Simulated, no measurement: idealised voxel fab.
process module | voxel trench capacitor
cross-section cut | 290 nm wide | cells 5 nm
A cross-section is a grid of square cells, given in bands from the top down. A band is one or more rows of cells.
Each band's line starts with the height of the band's top and of its bottom, in nm. Then come its materials from left to right, each with its width in nm. One material with "throughout" fills the band from edge to edge. "air" is empty space.
Height 0 is the level under which the wafer as received is all one material. The lowest band goes on downwards, as in "0 down".
A width such as "30 to 40" changes by the same amount from each row of cells to the next, from the band's top row to its bottom row.
"no change" after a step means that no cell of the cross-section changed.
closed voids: empty space of 8 cells or more with no open way to the top, each as width x height at its distance from the left edge, in nm
after a step's settings: what the simulator itself notes on the step
overlay nm, on a step with a mask: how far to the right of its planned place the mask lay; to the left if negative
plan
1 op RECEIVE | material Si
2 op CONFORMAL_DEP | material SiN | thk nm 5
3 op DIRECTIONAL_DEP | material aC | thk nm 10
4 op PATTERN | tone open | mask id TRENCH | material resist | width nm 15 | pitch nm 50 | thk nm 25 | overlay nm 0
5 op DIRECTIONAL_ETCH | etch materials aC | depth nm 10
6 op STRIP | etch materials resist
7 op DIRECTIONAL_ETCH | etch materials SiN | depth nm 5
8 op DIRECTIONAL_ETCH | etch materials Si | depth nm 30
9 op STRIP | etch materials aC
10 op CONFORMAL_DEP | material SiO2 | thk nm 5
11 op FILL_DEP | material polySi | thk nm 10
12 op CMP | height nm 5
varied across the wafers: width nm of step 4. The plan shows the first wafer's value. All wafers start alike
first wafer as received, after step 1
  0 down: Si throughout
  closed voids: none
each wafer at the end: cells of each material gained (+) or lost (-) since it was received, then its closed voids
width nm 15 | -72 Si | +46 SiN | +60 SiO2 | +24 polySi | closed voids: none
width nm 20 | -96 Si | +42 SiN | +64 SiO2 | +48 polySi | closed voids: none
width nm 25 | -120 Si | +38 SiN | +68 SiO2 | +72 polySi | closed voids: none
width nm 30 | -144 Si | +34 SiN | +72 SiO2 | +96 polySi | closed voids: none
width nm 35 | -168 Si | +30 SiN | +76 SiO2 | +120 polySi | closed voids: none
